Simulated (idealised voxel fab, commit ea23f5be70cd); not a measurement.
process module | voxel local oxidation
cross-section cut | 295 nm wide | cells 5 nm
A cross-section is a grid of square cells, given in bands from the top down. A band is one or more rows of cells.
Each band's line starts with the height of the band's top and of its bottom, in nm. Then come its materials from left to right, each with its width in nm. One material with "throughout" fills the band from edge to edge. "air" is empty space.
Height 0 is the level under which the wafer as received is all one material. The lowest band goes on downwards, as in "0 down".
A width such as "30 to 40" changes by the same amount from each row of cells to the next, from the band's top row to its bottom row.
"no change" after a step means that no cell of the cross-section changed.
closed voids: empty space of 8 cells or more with no open way to the top, each as width x height at its distance from the left edge, in nm
after a step's settings: what the simulator itself notes on the step
overlay nm, on a step with a mask: how far to the right of its planned place the mask lay; to the left if negative
plan
1 op RECEIVE | material Si
2 op CONFORMAL_DEP | material SiO2 | thk nm 5
3 op CONFORMAL_DEP | material SiN | thk nm 10
4 op DIRECTIONAL_DEP | material aC | thk nm 10
5 op PATTERN | tone cover | mask id ACTIVE | material resist | width nm 95 | pitch nm 135 | thk nm 30 | overlay nm 0
6 op DIRECTIONAL_ETCH | etch materials aC | depth nm 10
7 op STRIP | etch materials resist
8 op DIRECTIONAL_ETCH | etch materials SiN | depth nm 10
9 op STRIP | etch materials aC
10 op SELECTIVE_ETCH | etch materials SiO2 | depth nm 5
11 op OXIDIZE | depth nm 15
12 op STRIP | etch materials SiN
as received, after step 1
  0 down: Si throughout
  closed voids: none
a wafer at the end: this start, this plan, one mistake
  0 to -15: SiO2 45 | Si 65 | SiO2 70 | Si 65 | SiO2 50
  -15 down: Si throughout
  closed voids: none
what went wrong: step 2 was left out
